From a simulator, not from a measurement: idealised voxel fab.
process module | voxel ribs on slabs
cross-section cut | 295 nm wide | cells 5 nm
A cross-section is a grid of square cells, given in bands from the top down. A band is one or more rows of cells.
Each band's line starts with the height of the band's top and of its bottom, in nm. Then come its materials from left to right, each with its width in nm. One material with "throughout" fills the band from edge to edge. "air" is empty space.
Height 0 is the level under which the wafer as received is all one material. The lowest band goes on downwards, as in "0 down".
A width such as "30 to 40" changes by the same amount from each row of cells to the next, from the band's top row to its bottom row.
"no change" after a step means that no cell of the cross-section changed.
closed voids: empty space of 8 cells or more with no open way to the top, each as width x height at its distance from the left edge, in nm
after a step's settings: what the simulator itself notes on the step
overlay nm, on a step with a mask: how far to the right of its planned place the mask lay; to the left if negative
plan
1 op RECEIVE | material Si
2 op DIRECTIONAL_DEP | material SiO2 | thk nm 25
3 op DIRECTIONAL_DEP | material SiN | thk nm 20
4 op MASKED_ETCH | tone cover | mask id RIB | width nm 15 | etch materials SiN | depth nm 10 | overlay nm 0
5 op PATTERN | tone cover | mask id SLAB | material resist | width nm 55 | thk nm 15 | overlay nm 0
6 op DIRECTIONAL_ETCH | etch materials SiN | depth nm 10
7 op STRIP | etch materials resist
8 op FILL_DEP | material SiO2 | thk nm 25
9 op CMP | height nm 60
10 op DIRECTIONAL_DEP | material TiN | thk nm 10
11 op DIRECTIONAL_DEP | material aC | thk nm 15
12 op PATTERN | tone cover | mask id HEATER | material resist | width nm 25 | thk nm 30 | overlay nm 0
13 op DIRECTIONAL_ETCH | etch materials aC | depth nm 15
14 op STRIP | etch materials resist
15 op DIRECTIONAL_ETCH | etch materials TiN | depth nm 10
16 op STRIP | etch materials aC
17 op CONFORMAL_DEP | material SiN | thk nm 10
as received, after step 1
  0 down: Si throughout
  closed voids: none
a wafer at the end: this start, this plan, one mistake
  80 to 70: air 125 | SiN 45 | air 125
  70 to 60: SiN 135 | TiN 25 | SiN 135
  60 to 45: SiO2 throughout
  45 to 35: SiO2 140 | SiN 15 | SiO2 140
  35 to 25: SiO2 120 | SiN 55 | SiO2 120
  25 to 0: SiN throughout
  0 down: Si throughout
  closed voids: none
what went wrong: step 2 ran as: op DIRECTIONAL_DEP | material SiN | thk nm 25
